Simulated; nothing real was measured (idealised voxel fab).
voxel spacer lines: a process module
We display cut, a cross-section 275 nm in width whose square cells are each 5 nm.
In this document a cross-section is written as a grid of square cells. It is given as a series of bands, listed from the top down, and a band is one or more rows of cells.
Band: top height; bottom height; in nm. Then, left to right: material with width in nm, for each material. "all across": a single material spanning edge to edge. "empty": empty space.
Beneath 0, the wafer as received is one material, and that level is where height counting begins. The lowest band goes on downward without a bottom; it is written like "0 down".
Think of "30..40" as a width that walks from the first number to the second as you go down the band, top row to bottom row, taking equal-sized steps from row to row.
Step marked "remained the same"? Then no cell in the cross-section changed in it.
Enclosed voids (no open way to top), threshold 8 cells or more, entry "Voids lacking openings", notation width x height at distance, distance from left edge, nm.
after a step's settings: what the simulator itself notes on the step
For masked steps, "overlay nm" on the step line gives how far right of plan the mask actually lay; a minus sign means it lay to the left.

**This section lists the process steps that were planned**
step 1: RECEIVE (material Si)
step 2: CONFORMAL_DEP (material Al2O3; thk nm 5)
step 3: DIRECTIONAL_DEP (material W; thk nm 20)
step 4: DIRECTIONAL_DEP (material polySi; thk nm 20)
step 5: PATTERN (tone cover; mask id MANDREL; material resist; width nm 15; pitch nm 60; thk nm 25; overlay nm 0)
step 6: DIRECTIONAL_ETCH (etch materials polySi; depth nm 20)
step 7: STRIP (etch materials resist)
step 8: CONFORMAL_DEP (material SiO2; thk nm 10)
step 9: DIRECTIONAL_ETCH (etch materials SiO2; depth nm 10)
step 10: STRIP (etch materials polySi)
step 11: DIRECTIONAL_ETCH (etch materials W; depth nm 20)
step 12: STRIP (etch materials SiO2)
step 13: FILL_DEP (material SiO2; thk nm 5)
step 14: CMP (height nm 25)
The plan's step 5 width nm is the first wafer's value; the wafers differ in this setting and start identical.

**The first of several wafers, as received after step 1, seen in section**
  0 down = Si all across
  Voids lacking openings: none

**Per wafer (row), end of module: delta in cells per material since receipt, (+) for gained, (-) for lost; closed voids after that**
width nm 15, +55 Al2O3, +188 SiO2, +32 W, Voids lacking openings: none
width nm 20, +55 Al2O3, +188 SiO2, +32 W, Voids lacking openings: none
width nm 25, +55 Al2O3, +188 SiO2, +32 W, Voids lacking openings: none
width nm 30, +55 Al2O3, +188 SiO2, +32 W, Voids lacking openings: none
width nm 35, +55 Al2O3, +188 SiO2, +32 W, Voids lacking openings: none
